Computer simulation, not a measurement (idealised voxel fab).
process module | voxel spacer lines
cross-section cut | 185 nm wide | cells 5 nm
A cross-section is a grid of square cells, given in bands from the top down. A band is one or more rows of cells.
Each band's line starts with the height of the band's top and of its bottom, in nm. Then come its materials from left to right, each with its width in nm. One material with "throughout" fills the band from edge to edge. "air" is empty space.
Height 0 is the level under which the wafer as received is all one material. The lowest band goes on downwards, as in "0 down".
A width such as "30 to 40" changes by the same amount from each row of cells to the next, from the band's top row to its bottom row.
"no change" after a step means that no cell of the cross-section changed.
closed voids: empty space of 8 cells or more with no open way to the top, each as width x height at its distance from the left edge, in nm
after a step's settings: what the simulator itself notes on the step
overlay nm, on a step with a mask: how far to the right of its planned place the mask lay; to the left if negative
plan
1 op RECEIVE | material Si
2 op CONFORMAL_DEP | material Al2O3 | thk nm 10
3 op DIRECTIONAL_DEP | material W | thk nm 10
4 op DIRECTIONAL_DEP | material polySi | thk nm 25
5 op PATTERN | tone cover | mask id MANDREL | material resist | width nm 15 | pitch nm 50 | thk nm 30 | overlay nm 0
6 op DIRECTIONAL_ETCH | etch materials polySi | depth nm 25
7 op STRIP | etch materials resist
8 op CONFORMAL_DEP | material SiO2 | thk nm 10
9 op DIRECTIONAL_ETCH | etch materials SiO2 | depth nm 10
10 op STRIP | etch materials polySi
11 op DIRECTIONAL_ETCH | etch materials W | depth nm 10
12 op STRIP | etch materials SiO2
13 op FILL_DEP | material lowk | thk nm 10
14 op CMP | height nm 20
first wafer, as planned
as received, after step 1
  0 down: Si throughout
  closed voids: none
after step 2
  10 to 0: Al2O3 throughout
  below 0: unchanged
after step 3
  20 to 10: W throughout
  below 10: unchanged
after step 4
  45 to 20: polySi throughout
  below 20: unchanged
after step 5
  75 to 45: air 60 | resist 15 | air 35 | resist 15 | air 60
  below 45: unchanged
after step 6
  75 to 45: air 60 | resist 15 | air 35 | resist 15 | air 60
  45 to 20: air 60 | polySi 15 | air 35 | polySi 15 | air 60
  below 20: unchanged
after step 7
  45 to 20: air 60 | polySi 15 | air 35 | polySi 15 | air 60
  below 20: unchanged
after step 8
  55 to 45: air 50 | SiO2 35 | air 15 | SiO2 35 | air 50
  45 to 30: air 50 | SiO2 10 | polySi 15 | SiO2 10 | air 15 | SiO2 10 | polySi 15 | SiO2 10 | air 50
  30 to 20: SiO2 60 | polySi 15 | SiO2 35 | polySi 15 | SiO2 60
  below 20: unchanged
after step 9
  45 to 20: air 50 | SiO2 10 | polySi 15 | SiO2 10 | air 15 | SiO2 10 | polySi 15 | SiO2 10 | air 50
  below 20: unchanged
after step 10
  45 to 20: air 50 | SiO2 10 | air 15 | SiO2 10 | air 15 | SiO2 10 | air 15 | SiO2 10 | air 50
  below 20: unchanged
after step 11
  45 to 20: air 50 | SiO2 10 | air 15 | SiO2 10 | air 15 | SiO2 10 | air 15 | SiO2 10 | air 50
  20 to 10: air 50 | W 10 | air 15 | W 10 | air 15 | W 10 | air 15 | W 10 | air 50
  below 10: unchanged
after step 12
  20 to 10: air 50 | W 10 | air 15 | W 10 | air 15 | W 10 | air 15 | W 10 | air 50
  below 10: unchanged
after step 13
  30 to 20: lowk throughout
  20 to 10: lowk 50 | W 10 | lowk 15 | W 10 | lowk 15 | W 10 | lowk 15 | W 10 | lowk 50
  below 10: unchanged
after step 14
  20 to 10: lowk 50 | W 10 | lowk 15 | W 10 | lowk 15 | W 10 | lowk 15 | W 10 | lowk 50
  below 10: unchanged
second wafer: like start, like plan, one mistake. Through step 6 it matches the first wafer
when step 7 should have ended
  45 to 20: air 60 | polySi 15 | air 35 | polySi 15 | air 60
  below 20: unchanged
when step 8 should have ended
  55 to 45: air 50 | SiO2 35 | air 15 | SiO2 35 | air 50
  45 to 30: air 50 | SiO2 10 | polySi 15 | SiO2 10 | air 15 | SiO2 10 | polySi 15 | SiO2 10 | air 50
  30 to 20: SiO2 60 | polySi 15 | SiO2 35 | polySi 15 | SiO2 60
  below 20: unchanged
when step 9 should have ended
  45 to 20: air 50 | SiO2 10 | polySi 15 | SiO2 10 | air 15 | SiO2 10 | polySi 15 | SiO2 10 | air 50
  below 20: unchanged
when step 10 should have ended
  45 to 20: air 50 | SiO2 10 | air 15 | SiO2 10 | air 15 | SiO2 10 | air 15 | SiO2 10 | air 50
  below 20: unchanged
when step 11 should have ended
  45 to 20: air 50 | SiO2 10 | air 15 | SiO2 10 | air 15 | SiO2 10 | air 15 | SiO2 10 | air 50
  20 to 10: air 50 | W 10 | air 15 | W 10 | air 15 | W 10 | air 15 | W 10 | air 50
  below 10: unchanged
when step 12 should have ended
  20 to 10: air 50 | W 10 | air 15 | W 10 | air 15 | W 10 | air 15 | W 10 | air 50
  below 10: unchanged
when step 13 should have ended
  30 to 20: lowk throughout
  20 to 10: lowk 50 | W 10 | lowk 15 | W 10 | lowk 15 | W 10 | lowk 15 | W 10 | lowk 50
  below 10: unchanged
when step 14 should have ended
  20 to 10: lowk 50 | W 10 | lowk 15 | W 10 | lowk 15 | W 10 | lowk 15 | W 10 | lowk 50
  below 10: unchanged
what went wrong: step 7 was run twice
at the end the two cross-sections are the same: no effect in what this model computes
